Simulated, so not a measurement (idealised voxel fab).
process module | voxel transistor to metal
cross-section cut | 205 nm wide | cells 5 nm
A cross-section is a grid of square cells, given in bands from the top down. A band is one or more rows of cells.
Each band's line starts with the height of the band's top and of its bottom, in nm. Then come its materials from left to right, each with its width in nm. One material with "throughout" fills the band from edge to edge. "air" is empty space.
Height 0 is the level under which the wafer as received is all one material. The lowest band goes on downwards, as in "0 down".
A width such as "30 to 40" changes by the same amount from each row of cells to the next, from the band's top row to its bottom row.
"no change" after a step means that no cell of the cross-section changed.
closed voids: empty space of 8 cells or more with no open way to the top, each as width x height at its distance from the left edge, in nm
after a step's settings: what the simulator itself notes on the step
overlay nm, on a step with a mask: how far to the right of its planned place the mask lay; to the left if negative
plan
1 op RECEIVE | material Si
2 op OXIDIZE | depth nm 5
3 op CONFORMAL_DEP | material SiN | thk nm 15
4 op MASKED_ETCH | tone cover | mask id ACTIVE | width nm 110 | etch materials SiN | depth nm 15 | overlay nm 0
5 op MASKED_ETCH | tone cover | mask id ACTIVE | width nm 110 | etch materials SiO2 | depth nm 5 | overlay nm 0
6 op MASKED_ETCH | tone cover | mask id ACTIVE | width nm 110 | etch materials Si | depth nm 25 | overlay nm 0
7 op FILL_DEP | material SiO2 | thk nm 10
8 op CMP | height nm 15
9 op SELECTIVE_ETCH | etch materials SiO2 | depth nm 5
10 op STRIP | etch materials SiN
11 op SELECTIVE_ETCH | etch materials SiO2 | depth nm 5
12 op OXIDIZE | depth nm 5
13 op DIRECTIONAL_DEP | material polySi | thk nm 25
14 op DIRECTIONAL_DEP | material SiCN | thk nm 10
15 op PATTERN | tone cover | mask id GATE | material resist | width nm 30 | thk nm 20 | overlay nm 0
16 op DIRECTIONAL_ETCH | etch materials SiCN | depth nm 20
17 op DIRECTIONAL_ETCH | etch materials polySi | depth nm 35
18 op STRIP | etch materials resist
19 op CONFORMAL_DEP | material SiO2 | thk nm 5
20 op DIRECTIONAL_ETCH | etch materials SiO2 | depth nm 5
21 op CONFORMAL_DEP | material SiN | thk nm 10
22 op DIRECTIONAL_ETCH | etch materials SiN | depth nm 10
23 op DIRECTIONAL_ETCH | etch materials SiO2 | depth nm 5
24 op DIRECTIONAL_ETCH | etch materials Si | depth nm 5
25 op EPI | material nSi | thk nm 5
26 op FILL_DEP | material SiO2 | thk nm 5
27 op CMP | height nm 20
28 op STRIP | etch materials polySi
29 op SELECTIVE_ETCH | etch materials SiO2 | depth nm 5
30 op CONFORMAL_DEP | material HfO2 | thk nm 5
31 op CONFORMAL_DEP | material TiN | thk nm 5
32 op FILL_DEP | material W | thk nm 5
33 op CMP | height nm 15
34 op DIRECTIONAL_DEP | material SiO2 | thk nm 15
35 op MASKED_ETCH | tone open | mask id CONTACT | width nm 20 | pitch nm 80 | etch materials SiO2 | depth nm 40 | overlay nm 0
36 op CONFORMAL_DEP | material TiN | thk nm 5
37 op FILL_DEP | material W | thk nm 5
38 op CMP | height nm 30
39 op DIRECTIONAL_DEP | material TiN | thk nm 5
40 op DIRECTIONAL_DEP | material Ru | thk nm 15
41 op PATTERN | tone cover | mask id METAL_1 | material resist | width nm 20 | pitch nm 80 | thk nm 15 | overlay nm 0
42 op DIRECTIONAL_ETCH | etch materials Ru | depth nm 15
43 op DIRECTIONAL_ETCH | etch materials TiN | depth nm 5
44 op STRIP | etch materials resist
45 op CONFORMAL_DEP | material SiCN | thk nm 5
46 op FILL_DEP | material SiO2 | thk nm 10
47 op CMP | height nm 50
48 op CONFORMAL_DEP | material SiN | thk nm 5
as received, after step 1
  0 down: Si throughout
  closed voids: none
first wafer at the end, as planned
  55 to 50: SiN throughout
  50 to 35: SiO2 45 | SiCN 5 | Ru 20 | SiCN 5 | SiO2 50 | SiCN 5 | Ru 20 | SiCN 5 | SiO2 50
  35 to 30: SiCN 50 | TiN 20 | SiCN 60 | TiN 20 | SiCN 55
  30 to 15: SiO2 50 | TiN 5 | W 10 | TiN 5 | SiO2 60 | TiN 5 | W 10 | TiN 5 | SiO2 55
  15 to 5: SiO2 50 | TiN 5 to 10 | W 10 to 5 | TiN 5 | SiN 10 | HfO2 5 | TiN 5 | W 20 | TiN 5 | HfO2 5 | SiN 10 | TiN 5 | W 10 to 5 | TiN 5 to 10 | SiO2 55
  5 to 0: SiO2 45 | SiN 10 | TiN 5 | W 5 | TiN 5 | SiN 10 | HfO2 5 | TiN 5 | W 20 | TiN 5 | HfO2 5 | SiN 10 | TiN 5 | W 5 | TiN 5 | SiN 10 | SiO2 50
  0 to -5: SiO2 45 | SiN 10 | TiN 15 | SiN 10 | HfO2 5 | TiN 30 | HfO2 5 | SiN 10 | TiN 15 | SiN 10 | SiO2 50
  -5 to -10: SiO2 55 | nSi 5 | TiN 5 | nSi 5 | SiO2 10 | HfO2 40 | SiO2 10 | nSi 5 | TiN 5 | nSi 5 | SiO2 60
  -10 to -15: SiO2 45 | Si 10 | nSi 15 | Si 60 | nSi 15 | Si 10 | SiO2 50
  -15 to -30: SiO2 45 | Si 110 | SiO2 50
  -30 down: Si throughout
  closed voids: none
second wafer at the end: like start, like plan, one mistake
  55 to 50: SiN throughout
  50 to 35: SiO2 45 | SiCN 5 | Ru 20 | SiCN 5 | SiO2 50 | SiCN 5 | Ru 20 | SiCN 5 | SiO2 50
  35 to 30: SiCN 50 | TiN 20 | SiCN 60 | TiN 20 | SiCN 55
  30 to 15: SiO2 50 | TiN 5 | W 10 | TiN 5 | SiO2 60 | TiN 5 | W 10 | TiN 5 | SiO2 55
  15 to 10: SiO2 50 | TiN 5 | W 10 | TiN 5 | SiN 10 | HfO2 5 | TiN 5 | W 20 | TiN 5 | HfO2 5 | SiN 10 | TiN 5 | W 10 | TiN 5 | SiO2 55
  10 to 5: SiO2 50 | TiN 5 | W 10 | TiN 5 | SiN 10 | HfO2 5 | TiN 5 | W 20 | TiN 5 | HfO2 5 | SiN 10 | TiN 20 | SiO2 55
  5 to 0: SiO2 35 | SiN 10 | SiO2 5 | TiN 5 | W 10 | TiN 5 | SiN 10 | HfO2 5 | TiN 5 | W 20 | TiN 5 | HfO2 5 | SiN 10 | TiN 5 | SiN 10 | TiN 5 | SiO2 55
  0 to -5: SiO2 35 | SiN 10 | SiO2 5 | TiN 5 | W 5 | TiN 10 | SiN 10 | HfO2 5 | TiN 30 | HfO2 5 | SiN 10 | TiN 5 | SiN 10 | TiN 5 | SiO2 55
  -5 to -10: SiO2 45 | nSi 5 | TiN 15 | nSi 5 | SiO2 10 | HfO2 40 | SiO2 10 | nSi 5 | SiO2 10 | TiN 5 | SiO2 55
  -10 to -15: SiO2 35 | Si 10 | nSi 25 | Si 60 | nSi 5 | Si 20 | SiO2 50
  -15 to -30: SiO2 35 | Si 120 | SiO2 50
  -30 down: Si throughout
  closed voids: none
what went wrong: step 4 ran as: op MASKED_ETCH | tone cover | mask id ACTIVE | width nm 110 | etch materials SiN | depth nm 15 | overlay nm -10
at the end the second wafer has, in cells: 8 more of Si | 9 fewer of SiO2 | 1 more of TiN | 1 more of W | 1 fewer of nSi
